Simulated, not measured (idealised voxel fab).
Name of the process module below: voxel tone inversion
Cross-sectional view cut (width: 230 nm; square cell size: 5 nm).
Cross-section, as written here: a square-cell grid given band by band from the top down, where a band holds one or more rows of cells. Basically the band line says how high the top is and how high the bottom is, in nm, and then what's in it from left to right, every material with its width in nm. Empty space shows up as "blank", and if a single material carries "throughout" it runs the full band edge to edge. Heights from 0 (as-received wafer is one material below). Bottom band endless downward, as "0 and below". Note: "30->40" means the width goes from the first number (top row of the band) to the second number (bottom row) in equal steps per row of cells. Take "no change occurred" at face value: in the step it is given for, the cross-section changed in none of its cells. You'll see "Voids, fully enclosed" listing empty spaces that have no way open to the top, as long as they're 8 cells or more; the notation is width x height at distance, where the distance is from the left edge, and all of it is in nm. Note: text after step settings on the step line = simulator remark on that step. The "overlay nm" setting may appear on a step's line; for a step that uses a mask, it gives how far to the right of its planned position the mask lay, and a negative value indicates the left.

### So here's the lineup of process steps we planned
1,op RECEIVE | material Si
2,op CONFORMAL_DEP | material SiCN | thk nm 10
3,op DIRECTIONAL_DEP | material polySi | thk nm 20
4,op PATTERN | tone cover | mask id POSTS | material resist | width nm 15 | pitch nm 40 | thk nm 30 | overlay nm 0
5,op DIRECTIONAL_ETCH | etch materials polySi | depth nm 20
6,op STRIP | etch materials resist
7,op FILL_DEP | material lowk | thk nm 10
8,op CMP | height nm 30
9,op STRIP | etch materials polySi
10,op CONFORMAL_DEP | material TiN | thk nm 5
11,op FILL_DEP | material Ru | thk nm 10
12,op CMP | height nm 30
13,op CONFORMAL_DEP | material SiN | thk nm 5

### Incoming wafer, cross-sectional view, post step 1
> 0 and below | Si throughout
> Voids, fully enclosed: none

### Cross-section taken at module completion on the first of two wafers; processed per the plan
> 35 down to 30 | SiN throughout
> 30 down to 15 | lowk (65) | TiN (5) | Ru (5) | TiN (5) | lowk (25) | TiN (5) | Ru (5) | TiN (5) | lowk (25) | TiN (5) | Ru (5) | TiN (5) | lowk (70)
> 15 down to 10 | lowk (65) | TiN (15) | lowk (25) | TiN (15) | lowk (25) | TiN (15) | lowk (70)
> 10 down to 0 | SiCN throughout
> 0 and below | Si throughout
> Voids, fully enclosed: none

### Cross-sectional image of the second wafer of the two following completion of the module. Starting state and process plan were the same as for the first wafer; one execution error occurred
> 35 down to 30 | SiN throughout
> 30 down to 15 | Ru (60) | TiN (5) | lowk (15) | TiN (5) | Ru (15) | TiN (5) | lowk (15) | TiN (5) | Ru (15) | TiN (5) | lowk (15) | TiN (5) | Ru (65)
> 15 down to 10 | TiN (65) | lowk (15) | TiN (25) | lowk (15) | TiN (25) | lowk (15) | TiN (70)
> 10 down to 0 | SiCN throughout
> 0 and below | Si throughout
> Voids, fully enclosed: none
Finding, execution versus plan: so step 4 ended up running with a different setting than we planned, it ran as op PATTERN | tone open | mask id POSTS | material resist | width nm 15 | pitch nm 40 | thk nm 30 | overlay nm 0
The second wafer ends with more or fewer cells of some materials than the first, per final count: Ru: 84 more, TiN: 28 more, lowk: 112 fewer
